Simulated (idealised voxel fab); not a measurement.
Process module under the name voxel wiring stack
Square cells of 5 nm make up the cross-section cut, whose width is 280 nm.
Format of a cross-section: grid, square cells. Given as bands. Order: top down. Band: one or more rows of cells. Heads up on the band format: heights come first, top then bottom, in nm. After that it's the materials left to right, each with its width in nm. A single material flagged "everywhere" fills the whole band edge to edge, and "blank" means there's empty space there. A quick word on heights: they are counted from 0, and under that level the wafer as it came to us is one material throughout. The lowest band is different from the rest in having no bottom; it simply continues downward, written as in "top 0, no bottom". So if you see something like "30 to 40" for the width, read it as the top row of the band sitting at the first number and the bottom row at the second, with every row in between moving by the same amount as the last. Where a step carries "remained the same", the cross-section came out of it unchanged, cell for cell. Cavities, closed: empty space of 8 cells or more with no open way to the top, each as width x height at its distance from the left edge, in nm. Whatever follows a step's settings on its line is a remark the simulator itself makes about that step. "overlay nm" on a masked step: distance the mask lay right of its planned place, negative for left.
Listed below are the process steps as planned:
| 1 | op RECEIVE | material Si |
| 2 | op CONFORMAL_DEP | material SiO2 | thk nm 10 |
| 3 | op CONFORMAL_DEP | material SiN | thk nm 5 |
| 4 | op DIRECTIONAL_DEP | material lowk | thk nm 20 |
| 5 | op MASKED_ETCH | tone open | mask id METAL_1 | width nm 20 | pitch nm 50 | etch materials lowk | depth nm 20 | overlay nm 0 |
| 6 | op MASKED_ETCH | tone open | mask id METAL_1 | width nm 20 | pitch nm 50 | etch materials SiN | depth nm 5 | overlay nm 0 |
| 7 | op CONFORMAL_DEP | material TiN | thk nm 5 |
| 8 | op FILL_DEP | material W | thk nm 10 |
| 9 | op CMP | height nm 35 |
| 10 | op CONFORMAL_DEP | material SiCN | thk nm 5 |
| 11 | op DIRECTIONAL_DEP | material SiO2 | thk nm 10 |
| 12 | op DIRECTIONAL_DEP | material aC | thk nm 15 |
| 13 | op PATTERN | tone open | mask id PLUG_1 | material resist | width nm 15 | pitch nm 50 | thk nm 35 | overlay nm 0 |
| 14 | op DIRECTIONAL_ETCH | etch materials aC | depth nm 15 |
| 15 | op STRIP | etch materials resist |
| 16 | op DIRECTIONAL_ETCH | etch materials SiO2 | depth nm 10 |
| 17 | op DIRECTIONAL_ETCH | etch materials SiCN | depth nm 5 |
| 18 | op STRIP | etch materials aC |
| 19 | op EPI | material Ru | thk nm 10 |
| 20 | op EPI | material Ru | thk nm 5 |
| 21 | op DIRECTIONAL_DEP | material TiN | thk nm 5 |
| 22 | op DIRECTIONAL_DEP | material Ru | thk nm 25 |
| 23 | op DIRECTIONAL_DEP | material aC | thk nm 10 |
| 24 | op PATTERN | tone cover | mask id METAL_2 | material resist | width nm 20 | pitch nm 50 | thk nm 25 | overlay nm 0 |
| 25 | op DIRECTIONAL_ETCH | etch materials aC | depth nm 10 |
| 26 | op STRIP | etch materials resist |
| 27 | op DIRECTIONAL_ETCH | etch materials Ru | depth nm 25 |
| 28 | op DIRECTIONAL_ETCH | etch materials TiN | depth nm 5 |
| 29 | op STRIP | etch materials aC |
| 30 | op FILL_DEP | material lowk | thk nm 10 |
| 31 | op CMP | height nm 80 |
| 32 | op CONFORMAL_DEP | material SiN | thk nm 5 |
As-received wafer cross-section (after step 1):
> top 0, no bottom  Si everywhere
> Cavities, closed: none
Wafer at module end, in section. Began as above, planned as above, run with one mistake:
> top 85, bottom 80  SiN everywhere
> top 80, bottom 55  lowk (55), Ru (20), lowk (30), Ru (20), lowk (30), Ru (20), lowk (30), Ru (20), lowk (55)
> top 55, bottom 50  lowk (55), TiN (20), lowk (30), TiN (20), lowk (30), TiN (20), lowk (30), TiN (20), lowk (55)
> top 50, bottom 40  SiO2 (55), Ru (15), SiO2 (35), Ru (15), SiO2 (35), Ru (15), SiO2 (35), Ru (15), SiO2 (60)
> top 40, bottom 35  SiCN (55), Ru (15), SiCN (35), Ru (15), SiCN (35), Ru (15), SiCN (35), Ru (15), SiCN (60)
> top 35, bottom 30  W everywhere
> top 30, bottom 25  TiN (60), W (10), TiN (40), W (10), TiN (40), W (10), TiN (40), W (10), TiN (60)
> top 25, bottom 5  lowk (55), TiN (5), W (10), TiN (5), lowk (30), TiN (5), W (10), TiN (5), lowk (30), TiN (5), W (10), TiN (5), lowk (30), TiN (5), W (10), TiN (5), lowk (55)
> top 5, bottom 0  SiN (55), TiN (20), SiN (30), TiN (20), SiN (30), TiN (20), SiN (30), TiN (20), SiN (55)
> top 0, no bottom  Si everywhere
> Cavities, closed: none
Short version of what went wrong: plan step 2 never ran because it was skipped
